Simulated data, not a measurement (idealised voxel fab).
process module | voxel self aligned contacts
cross-section cut | 220 nm wide | cells 5 nm
A cross-section is a grid of square cells, given in bands from the top down. A band is one or more rows of cells.
Each band's line starts with the height of the band's top and of its bottom, in nm. Then come its materials from left to right, each with its width in nm. One material with "throughout" fills the band from edge to edge. "air" is empty space.
Height 0 is the level under which the wafer as received is all one material. The lowest band goes on downwards, as in "0 down".
A width such as "30 to 40" changes by the same amount from each row of cells to the next, from the band's top row to its bottom row.
"no change" after a step means that no cell of the cross-section changed.
closed voids: empty space of 8 cells or more with no open way to the top, each as width x height at its distance from the left edge, in nm
after a step's settings: what the simulator itself notes on the step
overlay nm, on a step with a mask: how far to the right of its planned place the mask lay; to the left if negative
plan
1 op RECEIVE | material Si
2 op CONFORMAL_DEP | material SiO2 | thk nm 5
3 op DIRECTIONAL_DEP | material polySi | thk nm 30
4 op DIRECTIONAL_DEP | material SiN | thk nm 15
5 op PATTERN | tone cover | mask id GATE | material resist | width nm 25 | pitch nm 55 | thk nm 20 | overlay nm 0
6 op DIRECTIONAL_ETCH | etch materials SiN | depth nm 15
7 op DIRECTIONAL_ETCH | etch materials polySi | depth nm 30
8 op STRIP | etch materials resist
9 op CONFORMAL_DEP | material SiN | thk nm 5
10 op DIRECTIONAL_ETCH | etch materials SiN | depth nm 5
11 op FILL_DEP | material SiO2 | thk nm 10
12 op CMP | height nm 55
13 op PATTERN | tone open | mask id CONTACT | material resist | width nm 40 | pitch nm 55 | thk nm 20 | overlay nm 0
14 op DIRECTIONAL_ETCH | etch materials SiO2 | depth nm 55
15 op STRIP | etch materials resist
16 op CONFORMAL_DEP | material TiN | thk nm 5
17 op FILL_DEP | material W | thk nm 5
18 op CMP | height nm 55
19 op CONFORMAL_DEP | material SiCN | thk nm 5
first wafer, as planned
as received, after step 1
  0 down: Si throughout
  closed voids: none
after step 2
  5 to 0: SiO2 throughout
  below 0: unchanged
after step 3
  35 to 5: polySi throughout
  below 5: unchanged
after step 4
  50 to 35: SiN throughout
  below 35: unchanged
after step 5
  70 to 50: air 40 | resist 25 | air 30 | resist 25 | air 30 | resist 25 | air 45
  below 50: unchanged
after step 6
  70 to 50: air 40 | resist 25 | air 30 | resist 25 | air 30 | resist 25 | air 45
  50 to 35: air 40 | SiN 25 | air 30 | SiN 25 | air 30 | SiN 25 | air 45
  below 35: unchanged
after step 7
  70 to 50: air 40 | resist 25 | air 30 | resist 25 | air 30 | resist 25 | air 45
  50 to 35: air 40 | SiN 25 | air 30 | SiN 25 | air 30 | SiN 25 | air 45
  35 to 5: air 40 | polySi 25 | air 30 | polySi 25 | air 30 | polySi 25 | air 45
  below 5: unchanged
after step 8
  50 to 35: air 40 | SiN 25 | air 30 | SiN 25 | air 30 | SiN 25 | air 45
  below 35: unchanged
after step 9
  55 to 35: air 35 | SiN 35 | air 20 | SiN 35 | air 20 | SiN 35 | air 40
  35 to 10: air 35 | SiN 5 | polySi 25 | SiN 5 | air 20 | SiN 5 | polySi 25 | SiN 5 | air 20 | SiN 5 | polySi 25 | SiN 5 | air 40
  10 to 5: SiN 40 | polySi 25 | SiN 30 | polySi 25 | SiN 30 | polySi 25 | SiN 45
  below 5: unchanged
after step 10
  50 to 35: air 35 | SiN 35 | air 20 | SiN 35 | air 20 | SiN 35 | air 40
  35 to 5: air 35 | SiN 5 | polySi 25 | SiN 5 | air 20 | SiN 5 | polySi 25 | SiN 5 | air 20 | SiN 5 | polySi 25 | SiN 5 | air 40
  below 5: unchanged
after step 11
  60 to 50: SiO2 throughout
  50 to 35: SiO2 35 | SiN 35 | SiO2 20 | SiN 35 | SiO2 20 | SiN 35 | SiO2 40
  35 to 5: SiO2 35 | SiN 5 | polySi 25 | SiN 5 | SiO2 20 | SiN 5 | polySi 25 | SiN 5 | SiO2 20 | SiN 5 | polySi 25 | SiN 5 | SiO2 40
  below 5: unchanged
after step 12
  55 to 50: SiO2 throughout
  below 50: unchanged
after step 13
  75 to 55: resist 60 | air 40 | resist 15 | air 40 | resist 65
  below 55: unchanged
after step 14
  75 to 55: resist 60 | air 40 | resist 15 | air 40 | resist 65
  55 to 50: SiO2 60 | air 40 | SiO2 15 | air 40 | SiO2 65
  50 to 35: SiO2 35 | SiN 35 | air 20 | SiN 35 | air 20 | SiN 35 | SiO2 40
  35 to 5: SiO2 35 | SiN 5 | polySi 25 | SiN 5 | air 20 | SiN 5 | polySi 25 | SiN 5 | air 20 | SiN 5 | polySi 25 | SiN 5 | SiO2 40
  5 to 0: SiO2 70 | air 20 | SiO2 35 | air 20 | SiO2 75
  below 0: unchanged
after step 15
  55 to 50: SiO2 60 | air 40 | SiO2 15 | air 40 | SiO2 65
  below 50: unchanged
after step 16
  60 to 55: TiN 65 | air 30 | TiN 25 | air 30 | TiN 70
  55 to 50: SiO2 60 | TiN 15 | air 10 | TiN 15 | SiO2 15 | TiN 15 | air 10 | TiN 15 | SiO2 65
  50 to 35: SiO2 35 | SiN 35 | TiN 5 | air 10 | TiN 5 | SiN 35 | TiN 5 | air 10 | TiN 5 | SiN 35 | SiO2 40
  35 to 5: SiO2 35 | SiN 5 | polySi 25 | SiN 5 | TiN 5 | air 10 | TiN 5 | SiN 5 | polySi 25 | SiN 5 | TiN 5 | air 10 | TiN 5 | SiN 5 | polySi 25 | SiN 5 | SiO2 40
  5 to 0: SiO2 70 | TiN 20 | SiO2 35 | TiN 20 | SiO2 75
  below 0: unchanged
after step 17
  65 to 60: W throughout
  60 to 55: TiN 65 | W 30 | TiN 25 | W 30 | TiN 70
  55 to 50: SiO2 60 | TiN 15 | W 10 | TiN 15 | SiO2 15 | TiN 15 | W 10 | TiN 15 | SiO2 65
  50 to 35: SiO2 35 | SiN 35 | TiN 5 | W 10 | TiN 5 | SiN 35 | TiN 5 | W 10 | TiN 5 | SiN 35 | SiO2 40
  35 to 5: SiO2 35 | SiN 5 | polySi 25 | SiN 5 | TiN 5 | W 10 | TiN 5 | SiN 5 | polySi 25 | SiN 5 | TiN 5 | W 10 | TiN 5 | SiN 5 | polySi 25 | SiN 5 | SiO2 40
  below 5: unchanged
after step 18
  55 to 50: SiO2 60 | TiN 15 | W 10 | TiN 15 | SiO2 15 | TiN 15 | W 10 | TiN 15 | SiO2 65
  below 50: unchanged
after step 19
  60 to 55: SiCN throughout
  below 55: unchanged
second wafer: like start, like plan, one mistake. Through step 12 it matches the first wafer
when step 13 should have ended
  75 to 55: resist 65 | air 30 | resist 25 | air 30 | resist 70
  below 55: unchanged
when step 14 should have ended
  75 to 55: resist 65 | air 30 | resist 25 | air 30 | resist 70
  55 to 50: SiO2 65 | air 30 | SiO2 25 | air 30 | SiO2 70
  50 to 35: SiO2 35 | SiN 35 | air 20 | SiN 35 | air 20 | SiN 35 | SiO2 40
  35 to 5: SiO2 35 | SiN 5 | polySi 25 | SiN 5 | air 20 | SiN 5 | polySi 25 | SiN 5 | air 20 | SiN 5 | polySi 25 | SiN 5 | SiO2 40
  5 to 0: SiO2 70 | air 20 | SiO2 35 | air 20 | SiO2 75
  below 0: unchanged
when step 15 should have ended
  55 to 50: SiO2 65 | air 30 | SiO2 25 | air 30 | SiO2 70
  below 50: unchanged
when step 16 should have ended
  60 to 55: TiN 70 | air 20 | TiN 35 | air 20 | TiN 75
  55 to 50: SiO2 65 | TiN 10 | air 10 | TiN 10 | SiO2 25 | TiN 10 | air 10 | TiN 10 | SiO2 70
  50 to 35: SiO2 35 | SiN 35 | TiN 5 | air 10 | TiN 5 | SiN 35 | TiN 5 | air 10 | TiN 5 | SiN 35 | SiO2 40
  35 to 5: SiO2 35 | SiN 5 | polySi 25 | SiN 5 | TiN 5 | air 10 | TiN 5 | SiN 5 | polySi 25 | SiN 5 | TiN 5 | air 10 | TiN 5 | SiN 5 | polySi 25 | SiN 5 | SiO2 40
  5 to 0: SiO2 70 | TiN 20 | SiO2 35 | TiN 20 | SiO2 75
  below 0: unchanged
when step 17 should have ended
  65 to 60: W throughout
  60 to 55: TiN 70 | W 20 | TiN 35 | W 20 | TiN 75
  55 to 50: SiO2 65 | TiN 10 | W 10 | TiN 10 | SiO2 25 | TiN 10 | W 10 | TiN 10 | SiO2 70
  50 to 35: SiO2 35 | SiN 35 | TiN 5 | W 10 | TiN 5 | SiN 35 | TiN 5 | W 10 | TiN 5 | SiN 35 | SiO2 40
  35 to 5: SiO2 35 | SiN 5 | polySi 25 | SiN 5 | TiN 5 | W 10 | TiN 5 | SiN 5 | polySi 25 | SiN 5 | TiN 5 | W 10 | TiN 5 | SiN 5 | polySi 25 | SiN 5 | SiO2 40
  below 5: unchanged
when step 18 should have ended
  55 to 50: SiO2 65 | TiN 10 | W 10 | TiN 10 | SiO2 25 | TiN 10 | W 10 | TiN 10 | SiO2 70
  below 50: unchanged
when step 19 should have ended
  60 to 55: SiCN throughout
  below 55: unchanged
what went wrong: step 13 ran as: op PATTERN | tone open | mask id CONTACT | material resist | width nm 30 | pitch nm 55 | thk nm 20 | overlay nm 0
at the end the second wafer has, in cells: 4 more of SiO2 | 4 fewer of TiN
